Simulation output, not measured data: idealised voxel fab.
This section sets out a process module, namely voxel wiring stack.
Cross-sectional view cut (width: 260 nm; square cell size: 5 nm).
In what follows, cross-sections appear as grids of square cells, described through bands that run from the top down, where every band is one or more rows of cells.
Basically the band line says how high the top is and how high the bottom is, in nm, and then what's in it from left to right, every material with its width in nm. Empty space shows up as "empty", and if a single material carries "everywhere" it runs the full band edge to edge.
Ref level 0: as-received wafer is one material below here. Bottom band extends down with no lower bound ("0 nm and below").
The notation "30->40" denotes a width that varies across the rows of cells in the band, beginning at the first number in the top row, finishing at the second number in the bottom row, and changing by an identical amount from each row to the next.
Take "no modifications" at face value: in the step it is given for, the cross-section changed in none of its cells.
The list in "Sealed internal voids" covers empty spaces of 8 cells or more that cannot reach the top through any open way, and it gives each as width x height at distance; the distance is from the left edge, and width, height and distance are in nm.
Past the settings on a step's line: simulator remark, on that step.
overlay nm: mask right of planned place by this much (step with mask). Neg. = left.
[Process steps (planned)]
1,RECEIVE (material Si)
2,CONFORMAL_DEP (material SiO2; thk nm 15)
3,CONFORMAL_DEP (material SiN; thk nm 5)
4,DIRECTIONAL_DEP (material SiO2; thk nm 15)
5,PATTERN (tone open; mask id METAL_1; material resist; width nm 30; pitch nm 60; thk nm 15; overlay nm 0)
6,DIRECTIONAL_ETCH (etch materials SiO2; depth nm 15)
7,DIRECTIONAL_ETCH (etch materials SiN; depth nm 5)
8,STRIP (etch materials resist)
9,CONFORMAL_DEP (material TiN; thk nm 5)
10,FILL_DEP (material W; thk nm 5)
11,CMP (height nm 35)
12,EPI (material Ru; thk nm 5)
13,FILL_DEP (material SiCN; thk nm 5)
14,DIRECTIONAL_DEP (material lowk; thk nm 30)
15,DIRECTIONAL_DEP (material aC; thk nm 10)
16,PATTERN (tone open; mask id METAL_2; material resist; width nm 30; pitch nm 60; thk nm 25; overlay nm 0)
17,DIRECTIONAL_ETCH (etch materials aC; depth nm 10)
18,STRIP (etch materials resist)
19,DIRECTIONAL_ETCH (etch materials lowk; depth nm 20)
20,STRIP (etch materials aC)
21,DIRECTIONAL_DEP (material aC; thk nm 15)
22,PATTERN (tone open; mask id METAL_2_HOLES; material resist; width nm 15; pitch nm 120; thk nm 30; overlay nm 0)
23,DIRECTIONAL_ETCH (etch materials aC; depth nm 15)
24,STRIP (etch materials resist)
25,DIRECTIONAL_ETCH (etch materials lowk; depth nm 10)
26,DIRECTIONAL_ETCH (etch materials SiCN; depth nm 5)
27,STRIP (etch materials aC)
28,CONFORMAL_DEP (material TiN; thk nm 5)
29,FILL_DEP (material Cu; thk nm 5)
30,CMP (height nm 75)
31,CONFORMAL_DEP (material SiCN; thk nm 5)
32,DIRECTIONAL_DEP (material lowk; thk nm 15)
33,MASKED_ETCH (tone open; mask id PLUG_2; width nm 15; pitch nm 120; etch materials lowk; depth nm 15; overlay nm 0)
34,MASKED_ETCH (tone open; mask id PLUG_2; width nm 15; pitch nm 120; etch materials SiCN; depth nm 5; overlay nm 0)
35,EPI (material Ru; thk nm 10)
36,EPI (material Ru; thk nm 10)
37,DIRECTIONAL_DEP (material TiN; thk nm 5)
38,DIRECTIONAL_DEP (material Ru; thk nm 25)
39,MASKED_ETCH (tone cover; mask id METAL_3; width nm 30; pitch nm 60; etch materials Ru; depth nm 25; overlay nm 0)
40,MASKED_ETCH (tone cover; mask id METAL_3; width nm 30; pitch nm 60; etch materials TiN; depth nm 5; overlay nm 0)
41,CONFORMAL_DEP (material SiN; thk nm 5)
42,FILL_DEP (material SiO2; thk nm 5)
43,CMP (height nm 125)
44,CONFORMAL_DEP (material SiN; thk nm 5)
[Cross-section, incoming material, after step 1]
	0 nm and below = Si everywhere
	Sealed internal voids: none
[First wafer of two, sectioned at end of module; run went per plan]
	130 nm to 125 nm = SiN everywhere
	125 nm to 100 nm = SiO2: 50, SiN: 5, Ru: 30, SiN: 5, SiO2: 20, SiN: 5, Ru: 30, SiN: 5, SiO2: 20, SiN: 5, Ru: 30, SiN: 5, SiO2: 50
	100 nm to 95 nm = SiN: 55, TiN: 30, SiN: 30, TiN: 30, SiN: 30, TiN: 30, SiN: 55
	95 nm to 80 nm = lowk: 55, Ru: 15, lowk: 105, Ru: 15, lowk: 70
	80 nm to 75 nm = SiCN: 55, Ru: 15, SiCN: 105, Ru: 15, SiCN: 70
	75 nm to 60 nm = lowk: 55, TiN: 5, Cu: 20, TiN: 5, lowk: 30, TiN: 5, Cu: 20, TiN: 5, lowk: 30, TiN: 5, Cu: 20, TiN: 5, lowk: 55
	60 nm to 55 nm = lowk: 55, TiN: 5, Cu: 5, TiN: 20, lowk: 30, TiN: 30, lowk: 30, TiN: 5, Cu: 5, TiN: 20, lowk: 55
	55 nm to 45 nm = lowk: 55, TiN: 5, Cu: 5, TiN: 5, lowk: 105, TiN: 5, Cu: 5, TiN: 5, lowk: 70
	45 nm to 40 nm = SiCN: 55, TiN: 15, SiCN: 105, TiN: 15, SiCN: 70
	40 nm to 35 nm = SiCN: 50, Ru: 40, SiCN: 20, Ru: 40, SiCN: 20, Ru: 40, SiCN: 50
	35 nm to 20 nm = SiO2: 55, TiN: 5, W: 20, TiN: 5, SiO2: 30, TiN: 5, W: 20, TiN: 5, SiO2: 30, TiN: 5, W: 20, TiN: 5, SiO2: 55
	20 nm to 15 nm = SiN: 55, TiN: 30, SiN: 30, TiN: 30, SiN: 30, TiN: 30, SiN: 55
	15 nm to 0 nm = SiO2 everywhere
	0 nm and below = Si everywhere
	Sealed internal voids: none
[Wafer two (of two), end-of-module cross-section: start = wafer one, plan = wafer one, one run mistake]
	130 nm to 125 nm = SiN everywhere
	125 nm to 100 nm = SiO2: 50, SiN: 5, Ru: 30, SiN: 5, SiO2: 20, SiN: 5, Ru: 30, SiN: 5, SiO2: 20, SiN: 5, Ru: 30, SiN: 5, SiO2: 50
	100 nm to 95 nm = SiN: 55, TiN: 30, SiN: 30, TiN: 30, SiN: 30, TiN: 30, SiN: 55
	95 nm to 80 nm = lowk: 55, Ru: 15, lowk: 105, Ru: 15, lowk: 70
	80 nm to 75 nm = SiCN: 55, Ru: 15, SiCN: 105, Ru: 15, SiCN: 70
	75 nm to 70 nm = lowk: 55, TiN: 5, Cu: 20, TiN: 5, lowk: 30, TiN: 5, Cu: 20, TiN: 5, lowk: 30, TiN: 5, Cu: 20, TiN: 5, lowk: 55
	70 nm to 65 nm = lowk: 55, TiN: 30, lowk: 30, TiN: 30, lowk: 30, TiN: 30, lowk: 55
	65 nm to 55 nm = lowk: 55, SiCN: 30, lowk: 30, SiCN: 30, lowk: 30, SiCN: 30, lowk: 55
	55 nm to 45 nm = lowk everywhere
	45 nm to 40 nm = SiCN everywhere
	40 nm to 35 nm = SiCN: 50, Ru: 40, SiCN: 20, Ru: 40, SiCN: 20, Ru: 40, SiCN: 50
	35 nm to 20 nm = SiO2: 55, TiN: 5, W: 20, TiN: 5, SiO2: 30, TiN: 5, W: 20, TiN: 5, SiO2: 30, TiN: 5, W: 20, TiN: 5, SiO2: 55
	20 nm to 15 nm = SiN: 55, TiN: 30, SiN: 30, TiN: 30, SiN: 30, TiN: 30, SiN: 55
	15 nm to 0 nm = SiO2 everywhere
	0 nm and below = Si everywhere
	Sealed internal voids: none
In executing the process, a mistake was made relative to the plan: step 21 was run on a setting that differed from the plan, and what really ran there is DIRECTIONAL_DEP (material SiCN; thk nm 15)
Cell-count delta at end, second wafer over first, by material: -30 Cu | +42 SiCN | -24 TiN | +12 lowk
